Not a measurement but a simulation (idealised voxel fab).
process module | voxel spacer lines
cross-section cut | 285 nm wide | cells 5 nm
A cross-section is a grid of square cells, given in bands from the top down. A band is one or more rows of cells.
Each band's line starts with the height of the band's top and of its bottom, in nm. Then come its materials from left to right, each with its width in nm. One material with "throughout" fills the band from edge to edge. "air" is empty space.
Height 0 is the level under which the wafer as received is all one material. The lowest band goes on downwards, as in "0 down".
A width such as "30 to 40" changes by the same amount from each row of cells to the next, from the band's top row to its bottom row.
"no change" after a step means that no cell of the cross-section changed.
closed voids: empty space of 8 cells or more with no open way to the top, each as width x height at its distance from the left edge, in nm
after a step's settings: what the simulator itself notes on the step
overlay nm, on a step with a mask: how far to the right of its planned place the mask lay; to the left if negative
plan
1 op RECEIVE | material Si
2 op CONFORMAL_DEP | material Al2O3 | thk nm 10
3 op DIRECTIONAL_DEP | material W | thk nm 10
4 op DIRECTIONAL_DEP | material polySi | thk nm 30
5 op PATTERN | tone cover | mask id MANDREL | material resist | width nm 20 | pitch nm 60 | thk nm 40 | overlay nm 0
6 op DIRECTIONAL_ETCH | etch materials polySi | depth nm 30
7 op STRIP | etch materials resist
8 op CONFORMAL_DEP | material SiO2 | thk nm 10
9 op DIRECTIONAL_ETCH | etch materials SiO2 | depth nm 10
10 op STRIP | etch materials polySi
11 op DIRECTIONAL_ETCH | etch materials W | depth nm 10
12 op STRIP | etch materials SiO2
first wafer, as planned
as received, after step 1
  0 down: Si throughout
  closed voids: none
after step 2
  10 to 0: Al2O3 throughout
  below 0: unchanged
after step 3
  20 to 10: W throughout
  below 10: unchanged
after step 4
  50 to 20: polySi throughout
  below 20: unchanged
after step 5
  90 to 50: air 100 | resist 20 | air 40 | resist 20 | air 105
  below 50: unchanged
after step 6
  90 to 50: air 100 | resist 20 | air 40 | resist 20 | air 105
  50 to 20: air 100 | polySi 20 | air 40 | polySi 20 | air 105
  below 20: unchanged
after step 7
  50 to 20: air 100 | polySi 20 | air 40 | polySi 20 | air 105
  below 20: unchanged
after step 8
  60 to 50: air 90 | SiO2 40 | air 20 | SiO2 40 | air 95
  50 to 30: air 90 | SiO2 10 | polySi 20 | SiO2 10 | air 20 | SiO2 10 | polySi 20 | SiO2 10 | air 95
  30 to 20: SiO2 100 | polySi 20 | SiO2 40 | polySi 20 | SiO2 105
  below 20: unchanged
after step 9
  50 to 20: air 90 | SiO2 10 | polySi 20 | SiO2 10 | air 20 | SiO2 10 | polySi 20 | SiO2 10 | air 95
  below 20: unchanged
after step 10
  50 to 20: air 90 | SiO2 10 | air 20 | SiO2 10 | air 20 | SiO2 10 | air 20 | SiO2 10 | air 95
  below 20: unchanged
after step 11
  50 to 20: air 90 | SiO2 10 | air 20 | SiO2 10 | air 20 | SiO2 10 | air 20 | SiO2 10 | air 95
  20 to 10: air 90 | W 10 | air 20 | W 10 | air 20 | W 10 | air 20 | W 10 | air 95
  below 10: unchanged
after step 12
  20 to 10: air 90 | W 10 | air 20 | W 10 | air 20 | W 10 | air 20 | W 10 | air 95
  below 10: unchanged
second wafer: like start, like plan, one mistake. Through step 9 it matches the first wafer
when step 10 should have ended
  50 to 20: air 90 | SiO2 10 | air 20 | SiO2 10 | air 20 | SiO2 10 | air 20 | SiO2 10 | air 95
  below 20: unchanged
when step 11 should have ended
  50 to 20: air 90 | SiO2 10 | air 20 | SiO2 10 | air 20 | SiO2 10 | air 20 | SiO2 10 | air 95
  20 to 10: air 90 | W 10 | air 20 | W 10 | air 20 | W 10 | air 20 | W 10 | air 95
  below 10: unchanged
when step 12 should have ended
  20 to 10: air 90 | W 10 | air 20 | W 10 | air 20 | W 10 | air 20 | W 10 | air 95
  below 10: unchanged
what went wrong: step 10 was run twice
at the end the two cross-sections are the same: no effect in what this model computes
